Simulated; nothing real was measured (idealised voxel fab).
The document below concerns the process module designated voxel quadruple lines.
The width of the displayed cross-section, cut, is 270 nm; its cells are square, with a size of 5 nm.
A cross-section in this document is a grid of square cells, and it is written down as bands, the top band listed before the ones below it; a band is made up of one or more rows of cells.
First you get the band's top height and its bottom height, in nm, and then the materials it's made of, left to right, with each width in nm. If you see a single material with "everywhere", that one covers the band edge to edge. "blank" is empty space.
Height reference: 0 = level under which incoming wafer is all one material. Lowest band: no bottom, runs on downward, e.g. "from 0 down".
Note: "30..40" means the width goes from the first number (top row of the band) to the second number (bottom row) in equal steps per row of cells.
"left unchanged" for a step: no cell of the cross-section changed in that step.
"Enclosed void entries" lists enclosed empty spaces (at least 8 cells, no open path upward to the top), each as width x height at distance from the left edge, in nm.
Heads up: the bit after the settings on a step's line is the simulator's remark on that step.
overlay nm, on a step with a mask: how far to the right of its planned place the mask lay; to the left if negative
Pairs follow: section before one process step, section after it down to the lowest changed band, step with settings underneath. Pairs may come from different runs of this module on the same starting wafer; continuity with the pair above only as stated in the "Pre-step snapshot" entry.

**Pre-step snapshot**
    from 45 to 30 = blank (60) | SiCN (10) | blank (10) | SiCN (10) | blank (10) | SiCN (10) | blank (10) | SiCN (10) | blank (10) | SiCN (10) | blank (10) | SiCN (10) | blank (10) | SiCN (10) | blank (10) | SiCN (10) | blank (60)
    from 30 to 15 = blank (60) | W (10) | blank (10) | W (10) | blank (10) | W (10) | blank (10) | W (10) | blank (10) | W (10) | blank (10) | W (10) | blank (10) | W (10) | blank (10) | W (10) | blank (60)
    from 15 to 5 = W everywhere
    from 5 to 0 = SiO2 everywhere
    from 0 down = Si everywhere
    Enclosed void entries: none

**Post-Process View**
    from 30 to 15 = blank (60) | W (10) | blank (10) | W (10) | blank (10) | W (10) | blank (10) | W (10) | blank (10) | W (10) | blank (10) | W (10) | blank (10) | W (10) | blank (10) | W (10) | blank (60)
    Beneath the level 15, the cross-section is identical to its previous state.
    Enclosed void entries: none
Transition step, before and after shown above: STRIP with etch materials SiCN

**Pre-step snapshot**
    from 60 to 35 = aC everywhere
    from 35 to 20 = polySi everywhere
    from 20 to 5 = W everywhere
    from 5 to 0 = SiO2 everywhere
    from 0 down = Si everywhere
    Enclosed void entries: none

**Post-Process View**
    from 95 to 60 = blank (85) | resist (25) | blank (55) | resist (25) | blank (80)
    Beneath the level 60, the cross-section is identical to its previous state.
    Enclosed void entries: none
Transition step, before and after shown above: PATTERN with tone cover, mask id MANDREL, material resist, width nm 25, pitch nm 80, thk nm 35, overlay nm 0

Pre-step snapshot: see the after view in the pair directly above.

**Post-Process View**
    from 70 to 60 = blank (85) | resist (25) | blank (55) | resist (25) | blank (80)
    from 60 to 35 = blank (85) | aC (25) | blank (55) | aC (25) | blank (80)
    Beneath the level 35, the cross-section is identical to its previous state.
    Enclosed void entries: none
Transition step, before and after shown above: DIRECTIONAL_ETCH with etch materials aC, depth nm 25

Pre-step snapshot: see the after view in the pair directly above.

**Post-Process View**
    from 60 to 35 = blank (85) | aC (25) | blank (55) | aC (25) | blank (80)
    Beneath the level 35, the cross-section is identical to its previous state.
    Enclosed void entries: none
Transition step, before and after shown above: STRIP with etch materials resist

Pre-step snapshot: see the after view in the pair directly above.

**Post-Process View**
    from 70 to 60 = blank (75) | SiO2 (45) | blank (35) | SiO2 (45) | blank (70)
    from 60 to 45 = blank (75) | SiO2 (10) | aC (25) | SiO2 (10) | blank (35) | SiO2 (10) | aC (25) | SiO2 (10) | blank (70)
    from 45 to 35 = SiO2 (85) | aC (25) | SiO2 (55) | aC (25) | SiO2 (80)
    Beneath the level 35, the cross-section is identical to its previous state.
    Enclosed void entries: none
Transition step, before and after shown above: CONFORMAL_DEP with material SiO2, thk nm 10

Pre-step snapshot: see the after view in the pair directly above.

**Post-Process View**
    from 60 to 35 = blank (75) | SiO2 (10) | aC (25) | SiO2 (10) | blank (35) | SiO2 (10) | aC (25) | SiO2 (10) | blank (70)
    Beneath the level 35, the cross-section is identical to its previous state.
    Enclosed void entries: none
Transition step, before and after shown above: DIRECTIONAL_ETCH with etch materials SiO2, depth nm 10

Pre-step snapshot: see the after view in the pair directly above.

**Post-Process View**
    from 60 to 35 = blank (75) | SiO2 (10) | blank (25) | SiO2 (10) | blank (35) | SiO2 (10) | blank (25) | SiO2 (10) | blank (70)
    Beneath the level 35, the cross-section is identical to its previous state.
    Enclosed void entries: none
Transition step, before and after shown above: STRIP with etch materials aC

Pre-step snapshot: see the after view in the pair directly above.

**Post-Process View**
    from 60 to 35 = blank (75) | SiO2 (10) | blank (25) | SiO2 (10) | blank (35) | SiO2 (10) | blank (25) | SiO2 (10) | blank (70)
    from 35 to 20 = blank (75) | polySi (10) | blank (25) | polySi (10) | blank (35) | polySi (10) | blank (25) | polySi (10) | blank (70)
    Beneath the level 20, the cross-section is identical to its previous state.
    Enclosed void entries: none
Transition step, before and after shown above: DIRECTIONAL_ETCH with etch materials polySi, depth nm 15

Pre-step snapshot: see the after view in the pair directly above.

**Post-Process View**
    from 35 to 20 = blank (75) | polySi (10) | blank (25) | polySi (10) | blank (35) | polySi (10) | blank (25) | polySi (10) | blank (70)
    Beneath the level 20, the cross-section is identical to its previous state.
    Enclosed void entries: none
Transition step, before and after shown above: STRIP with etch materials SiO2

Pre-step snapshot: see the after view in the pair directly above.

**Post-Process View**
    from 45 to 35 = blank (65) | SiCN (30) | blank (5) | SiCN (30) | blank (15) | SiCN (30) | blank (5) | SiCN (30) | blank (60)
    from 35 to 30 = blank (65) | SiCN (10) | polySi (10) | SiCN (10) | blank (5) | SiCN (10) | polySi (10) | SiCN (10) | blank (15) | SiCN (10) | polySi (10) | SiCN (10) | blank (5) | SiCN (10) | polySi (10) | SiCN (10) | blank (60)
    from 30 to 20 = SiCN (75) | polySi (10) | SiCN (25) | polySi (10) | SiCN (35) | polySi (10) | SiCN (25) | polySi (10) | SiCN (70)
    Beneath the level 20, the cross-section is identical to its previous state.
    Enclosed void entries: none
Transition step, before and after shown above: CONFORMAL_DEP with material SiCN, thk nm 10

Pre-step snapshot: see the after view in the pair directly above.

**Post-Process View**
    from 35 to 20 = blank (65) | SiCN (10) | polySi (10) | SiCN (10) | blank (5) | SiCN (10) | polySi (10) | SiCN (10) | blank (15) | SiCN (10) | polySi (10) | SiCN (10) | blank (5) | SiCN (10) | polySi (10) | SiCN (10) | blank (60)
    Beneath the level 20, the cross-section is identical to its previous state.
    Enclosed void entries: none
Transition step, before and after shown above: DIRECTIONAL_ETCH with etch materials SiCN, depth nm 10

Pre-step snapshot: see the after view in the pair directly above.

**Post-Process View**
    from 35 to 20 = blank (65) | SiCN (10) | blank (10) | SiCN (10) | blank (5) | SiCN (10) | blank (10) | SiCN (10) | blank (15) | SiCN (10) | blank (10) | SiCN (10) | blank (5) | SiCN (10) | blank (10) | SiCN (10) | blank (60)
    Beneath the level 20, the cross-section is identical to its previous state.
    Enclosed void entries: none
Transition step, before and after shown above: STRIP with etch materials polySi

Pre-step snapshot: see the after view in the pair directly above.

**Post-Process View**
    from 35 to 20 = blank (65) | SiCN (10) | blank (10) | SiCN (10) | blank (5) | SiCN (10) | blank (10) | SiCN (10) | blank (15) | SiCN (10) | blank (10) | SiCN (10) | blank (5) | SiCN (10) | blank (10) | SiCN (10) | blank (60)
    from 20 to 5 = blank (65) | W (10) | blank (10) | W (10) | blank (5) | W (10) | blank (10) | W (10) | blank (15) | W (10) | blank (10) | W (10) | blank (5) | W (10) | blank (10) | W (10) | blank (60)
    Beneath the level 5, the cross-section is identical to its previous state.
    Enclosed void entries: none
Transition step, before and after shown above: DIRECTIONAL_ETCH with etch materials W, depth nm 15

Pre-step snapshot: see the after view in the pair directly above.

**Post-Process View**
    from 20 to 5 = blank (65) | W (10) | blank (10) | W (10) | blank (5) | W (10) | blank (10) | W (10) | blank (15) | W (10) | blank (10) | W (10) | blank (5) | W (10) | blank (10) | W (10) | blank (60)
    Beneath the level 5, the cross-section is identical to its previous state.
    Enclosed void entries: none
Transition step, before and after shown above: STRIP with etch materials SiCN

**Pre-step snapshot**
    from 60 to 35 = aC everywhere
    from 35 to 20 = polySi everywhere
    from 20 to 5 = W everywhere
    from 5 to 0 = SiO2 everywhere
    from 0 down = Si everywhere
    Enclosed void entries: none

**Post-Process View**
    from 95 to 60 = blank (75) | resist (30) | blank (50) | resist (30) | blank (85)
    Beneath the level 60, the cross-section is identical to its previous state.
    Enclosed void entries: none
Transition step, before and after shown above: PATTERN with tone cover, mask id MANDREL, material resist, width nm 30, pitch nm 80, thk nm 35, overlay nm -5

Pre-step snapshot: see the after view in the pair directly above.

**Post-Process View**
    from 70 to 60 = blank (75) | resist (30) | blank (50) | resist (30) | blank (85)
    from 60 to 35 = blank (75) | aC (30) | blank (50) | aC (30) | blank (85)
    Beneath the level 35, the cross-section is identical to its previous state.
    Enclosed void entries: none
Transition step, before and after shown above: DIRECTIONAL_ETCH with etch materials aC, depth nm 25

Pre-step snapshot: see the after view in the pair directly above.

**Post-Process View**
    from 60 to 35 = blank (75) | aC (30) | blank (50) | aC (30) | blank (85)
    Beneath the level 35, the cross-section is identical to its previous state.
    Enclosed void entries: none
Transition step, before and after shown above: STRIP with etch materials resist

Pre-step snapshot: see the after view in the pair directly above.

**Post-Process View**
    from 70 to 60 = blank (65) | SiO2 (50) | blank (30) | SiO2 (50) | blank (75)
    from 60 to 45 = blank (65) | SiO2 (10) | aC (30) | SiO2 (10) | blank (30) | SiO2 (10) | aC (30) | SiO2 (10) | blank (75)
    from 45 to 35 = SiO2 (75) | aC (30) | SiO2 (50) | aC (30) | SiO2 (85)
    Beneath the level 35, the cross-section is identical to its previous state.
    Enclosed void entries: none
Transition step, before and after shown above: CONFORMAL_DEP with material SiO2, thk nm 10

Pre-step snapshot: see the after view in the pair directly above.

**Post-Process View**
    from 60 to 35 = blank (65) | SiO2 (10) | aC (30) | SiO2 (10) | blank (30) | SiO2 (10) | aC (30) | SiO2 (10) | blank (75)
    Beneath the level 35, the cross-section is identical to its previous state.
    Enclosed void entries: none
Transition step, before and after shown above: DIRECTIONAL_ETCH with etch materials SiO2, depth nm 10

Pre-step snapshot: see the after view in the pair directly above.

**Post-Process View**
    from 60 to 35 = blank (65) | SiO2 (10) | blank (30) | SiO2 (10) | blank (30) | SiO2 (10) | blank (30) | SiO2 (10) | blank (75)
    Beneath the level 35, the cross-section is identical to its previous state.
    Enclosed void entries: none
Transition step, before and after shown above: STRIP with etch materials aC

Pre-step snapshot: see the after view in the pair directly above.

**Post-Process View**
    from 60 to 35 = blank (65) | SiO2 (10) | blank (30) | SiO2 (10) | blank (30) | SiO2 (10) | blank (30) | SiO2 (10) | blank (75)
    from 35 to 20 = blank (65) | polySi (10) | blank (30) | polySi (10) | blank (30) | polySi (10) | blank (30) | polySi (10) | blank (75)
    Beneath the level 20, the cross-section is identical to its previous state.
    Enclosed void entries: none
Transition step, before and after shown above: DIRECTIONAL_ETCH with etch materials polySi, depth nm 15

Pre-step snapshot: see the after view in the pair directly above.

**Post-Process View**
    from 35 to 20 = blank (65) | polySi (10) | blank (30) | polySi (10) | blank (30) | polySi (10) | blank (30) | polySi (10) | blank (75)
    Beneath the level 20, the cross-section is identical to its previous state.
    Enclosed void entries: none
Transition step, before and after shown above: STRIP with etch materials SiO2

Pre-step snapshot: see the after view in the pair directly above.

**Post-Process View**
    from 45 to 35 = blank (55) | SiCN (30) | blank (10) | SiCN (30) | blank (10) | SiCN (30) | blank (10) | SiCN (30) | blank (65)
    from 35 to 30 = blank (55) | SiCN (10) | polySi (10) | SiCN (10) | blank (10) | SiCN (10) | polySi (10) | SiCN (10) | blank (10) | SiCN (10) | polySi (10) | SiCN (10) | blank (10) | SiCN (10) | polySi (10) | SiCN (10) | blank (65)
    from 30 to 20 = SiCN (65) | polySi (10) | SiCN (30) | polySi (10) | SiCN (30) | polySi (10) | SiCN (30) | polySi (10) | SiCN (75)
    Beneath the level 20, the cross-section is identical to its previous state.
    Enclosed void entries: none
Transition step, before and after shown above: CONFORMAL_DEP with material SiCN, thk nm 10

Pre-step snapshot: see the after view in the pair directly above.

**Post-Process View**
    from 35 to 20 = blank (55) | SiCN (10) | polySi (10) | SiCN (10) | blank (10) | SiCN (10) | polySi (10) | SiCN (10) | blank (10) | SiCN (10) | polySi (10) | SiCN (10) | blank (10) | SiCN (10) | polySi (10) | SiCN (10) | blank (65)
    Beneath the level 20, the cross-section is identical to its previous state.
    Enclosed void entries: none
Transition step, before and after shown above: DIRECTIONAL_ETCH with etch materials SiCN, depth nm 10

Pre-step snapshot: see the after view in the pair directly above.

**Post-Process View**
    from 35 to 20 = blank (55) | SiCN (10) | blank (10) | SiCN (10) | blank (10) | SiCN (10) | blank (10) | SiCN (10) | blank (10) | SiCN (10) | blank (10) | SiCN (10) | blank (10) | SiCN (10) | blank (10) | SiCN (10) | blank (65)
    Beneath the level 20, the cross-section is identical to its previous state.
    Enclosed void entries: none
Transition step, before and after shown above: STRIP with etch materials polySi

Pre-step snapshot: see the after view in the pair directly above.

**Post-Process View**
    from 35 to 20 = blank (55) | SiCN (10) | blank (10) | SiCN (10) | blank (10) | SiCN (10) | blank (10) | SiCN (10) | blank (10) | SiCN (10) | blank (10) | SiCN (10) | blank (10) | SiCN (10) | blank (10) | SiCN (10) | blank (65)
    from 20 to 5 = blank (55) | W (10) | blank (10) | W (10) | blank (10) | W (10) | blank (10) | W (10) | blank (10) | W (10) | blank (10) | W (10) | blank (10) | W (10) | blank (10) | W (10) | blank (65)
    Beneath the level 5, the cross-section is identical to its previous state.
    Enclosed void entries: none
Transition step, before and after shown above: DIRECTIONAL_ETCH with etch materials W, depth nm 15

Pre-step snapshot: see the after view in the pair directly above.

**Post-Process View**
    from 20 to 5 = blank (55) | W (10) | blank (10) | W (10) | blank (10) | W (10) | blank (10) | W (10) | blank (10) | W (10) | blank (10) | W (10) | blank (10) | W (10) | blank (10) | W (10) | blank (65)
    Beneath the level 5, the cross-section is identical to its previous state.
    Enclosed void entries: none
Transition step, before and after shown above: STRIP with etch materials SiCN

**Pre-step snapshot**
    from 60 to 35 = blank (80) | aC (30) | blank (50) | aC (30) | blank (80)
    from 35 to 20 = polySi everywhere
    from 20 to 5 = W everywhere
    from 5 to 0 = SiO2 everywhere
    from 0 down = Si everywhere
    Enclosed void entries: none

**Post-Process View**
    from 70 to 60 = blank (70) | SiCN (50) | blank (30) | SiCN (50) | blank (70)
    from 60 to 45 = blank (70) | SiCN (10) | aC (30) | SiCN (10) | blank (30) | SiCN (10) | aC (30) | SiCN (10) | blank (70)
    from 45 to 35 = SiCN (80) | aC (30) | SiCN (50) | aC (30) | SiCN (80)
    Beneath the level 35, the cross-section is identical to its previous state.
    Enclosed void entries: none
Transition step, before and after shown above: CONFORMAL_DEP with material SiCN, thk nm 10

Pre-step snapshot: see the after view in the pair directly above.

**Post-Process View**
    from 80 to 60 = blank (60) | SiCN (70) | blank (10) | SiCN (70) | blank (60)
    from 60 to 55 = blank (60) | SiCN (20) | aC (30) | SiCN (20) | blank (10) | SiCN (20) | aC (30) | SiCN (20) | blank (60)
    from 55 to 35 = SiCN (80) | aC (30) | SiCN (50) | aC (30) | SiCN (80)
    Beneath the level 35, the cross-section is identical to its previous state.
    Enclosed void entries: none
Transition step, before and after shown above: CONFORMAL_DEP with material SiCN, thk nm 10

Pre-step snapshot: see the after view in the pair directly above.

**Post-Process View**
    from 70 to 60 = blank (60) | SiCN (70) | blank (10) | SiCN (70) | blank (60)
    from 60 to 45 = blank (60) | SiCN (20) | aC (30) | SiCN (20) | blank (10) | SiCN (20) | aC (30) | SiCN (20) | blank (60)
    Beneath the level 45, the cross-section is identical to its previous state.
    Enclosed void entries: none
Transition step, before and after shown above: DIRECTIONAL_ETCH with etch materials SiCN, depth nm 10

Pre-step snapshot: see the after view in the pair directly above.

**Post-Process View**
    from 60 to 35 = blank (80) | aC (30) | blank (50) | aC (30) | blank (80)
    Beneath the level 35, the cross-section is identical to its previous state.
    Enclosed void entries: none
Transition step, before and after shown above: STRIP with etch materials SiCN

**Pre-step snapshot**
    from 60 to 35 = aC everywhere
    from 35 to 20 = polySi everywhere
    from 20 to 5 = W everywhere
    from 5 to 0 = SiO2 everywhere
    from 0 down = Si everywhere
    Enclosed void entries: none

**Post-Process View**
    from 95 to 60 = resist (80) | blank (30) | resist (50) | blank (30) | resist (80)
    Beneath the level 60, the cross-section is identical to its previous state.
    Enclosed void entries: none
Transition step, before and after shown above: PATTERN with tone open, mask id MANDREL, material resist, width nm 30, pitch nm 80, thk nm 35, overlay nm 0

Pre-step snapshot: see the after view in the pair directly above.

**Post-Process View**
    from 70 to 60 = resist (80) | blank (30) | resist (50) | blank (30) | resist (80)
    from 60 to 35 = aC (80) | blank (30) | aC (50) | blank (30) | aC (80)
    Beneath the level 35, the cross-section is identical to its previous state.
    Enclosed void entries: none
Transition step, before and after shown above: DIRECTIONAL_ETCH with etch materials aC, depth nm 25

Pre-step snapshot: see the after view in the pair directly above.

**Post-Process View**
    from 60 to 35 = aC (80) | blank (30) | aC (50) | blank (30) | aC (80)
    Beneath the level 35, the cross-section is identical to its previous state.
    Enclosed void entries: none
Transition step, before and after shown above: STRIP with etch materials resist

Pre-step snapshot: see the after view in the pair directly above.

**Post-Process View**
    from 70 to 60 = SiO2 (90) | blank (10) | SiO2 (70) | blank (10) | SiO2 (90)
    from 60 to 45 = aC (80) | SiO2 (10) | blank (10) | SiO2 (10) | aC (50) | SiO2 (10) | blank (10) | SiO2 (10) | aC (80)
    from 45 to 35 = aC (80) | SiO2 (30) | aC (50) | SiO2 (30) | aC (80)
    Beneath the level 35, the cross-section is identical to its previous state.
    Enclosed void entries: none
Transition step, before and after shown above: CONFORMAL_DEP with material SiO2, thk nm 10

Pre-step snapshot: see the after view in the pair directly above.

**Post-Process View**
    from 60 to 35 = aC (80) | SiO2 (10) | blank (10) | SiO2 (10) | aC (50) | SiO2 (10) | blank (10) | SiO2 (10) | aC (80)
    Beneath the level 35, the cross-section is identical to its previous state.
    Enclosed void entries: none
Transition step, before and after shown above: DIRECTIONAL_ETCH with etch materials SiO2, depth nm 10

Pre-step snapshot: see the after view in the pair directly above.

**Post-Process View**
    from 60 to 35 = blank (80) | SiO2 (10) | blank (10) | SiO2 (10) | blank (50) | SiO2 (10) | blank (10) | SiO2 (10) | blank (80)
    Beneath the level 35, the cross-section is identical to its previous state.
    Enclosed void entries: none
Transition step, before and after shown above: STRIP with etch materials aC

Pre-step snapshot: see the after view in the pair directly above.

**Post-Process View**
    from 60 to 35 = blank (80) | SiO2 (10) | blank (10) | SiO2 (10) | blank (50) | SiO2 (10) | blank (10) | SiO2 (10) | blank (80)
    from 35 to 20 = blank (80) | polySi (10) | blank (10) | polySi (10) | blank (50) | polySi (10) | blank (10) | polySi (10) | blank (80)
    Beneath the level 20, the cross-section is identical to its previous state.
    Enclosed void entries: none
Transition step, before and after shown above: DIRECTIONAL_ETCH with etch materials polySi, depth nm 15

Pre-step snapshot: see the after view in the pair directly above.

**Post-Process View**
    from 35 to 20 = blank (80) | polySi (10) | blank (10) | polySi (10) | blank (50) | polySi (10) | blank (10) | polySi (10) | blank (80)
    Beneath the level 20, the cross-section is identical to its previous state.
    Enclosed void entries: none
Transition step, before and after shown above: STRIP with etch materials SiO2

Pre-step snapshot: see the after view in the pair directly above.

**Post-Process View**
    from 45 to 35 = blank (70) | SiCN (50) | blank (30) | SiCN (50) | blank (70)
    from 35 to 30 = blank (70) | SiCN (10) | polySi (10) | SiCN (10) | polySi (10) | SiCN (10) | blank (30) | SiCN (10) | polySi (10) | SiCN (10) | polySi (10) | SiCN (10) | blank (70)
    from 30 to 20 = SiCN (80) | polySi (10) | SiCN (10) | polySi (10) | SiCN (50) | polySi (10) | SiCN (10) | polySi (10) | SiCN (80)
    Beneath the level 20, the cross-section is identical to its previous state.
    Enclosed void entries: none
Transition step, before and after shown above: CONFORMAL_DEP with material SiCN, thk nm 10

Pre-step snapshot: see the after view in the pair directly above.

**Post-Process View**
    from 35 to 20 = blank (70) | SiCN (10) | polySi (10) | SiCN (10) | polySi (10) | SiCN (10) | blank (30) | SiCN (10) | polySi (10) | SiCN (10) | polySi (10) | SiCN (10) | blank (70)
    Beneath the level 20, the cross-section is identical to its previous state.
    Enclosed void entries: none
Transition step, before and after shown above: DIRECTIONAL_ETCH with etch materials SiCN, depth nm 10

Pre-step snapshot: see the after view in the pair directly above.

**Post-Process View**
    from 35 to 20 = blank (70) | SiCN (10) | blank (10) | SiCN (10) | blank (10) | SiCN (10) | blank (30) | SiCN (10) | blank (10) | SiCN (10) | blank (10) | SiCN (10) | blank (70)
    Beneath the level 20, the cross-section is identical to its previous state.
    Enclosed void entries: none
Transition step, before and after shown above: STRIP with etch materials polySi

Pre-step snapshot: see the after view in the pair directly above.

**Post-Process View**
    from 35 to 20 = blank (70) | SiCN (10) | blank (10) | SiCN (10) | blank (10) | SiCN (10) | blank (30) | SiCN (10) | blank (10) | SiCN (10) | blank (10) | SiCN (10) | blank (70)
    from 20 to 5 = blank (70) | W (10) | blank (10) | W (10) | blank (10) | W (10) | blank (30) | W (10) | blank (10) | W (10) | blank (10) | W (10) | blank (70)
    Beneath the level 5, the cross-section is identical to its previous state.
    Enclosed void entries: none
Transition step, before and after shown above: DIRECTIONAL_ETCH with etch materials W, depth nm 15

Pre-step snapshot: see the after view in the pair directly above.

**Post-Process View**
    from 20 to 5 = blank (70) | W (10) | blank (10) | W (10) | blank (10) | W (10) | blank (30) | W (10) | blank (10) | W (10) | blank (10) | W (10) | blank (70)
    Beneath the level 5, the cross-section is identical to its previous state.
    Enclosed void entries: none
Transition step, before and after shown above: STRIP with etch materials SiCN
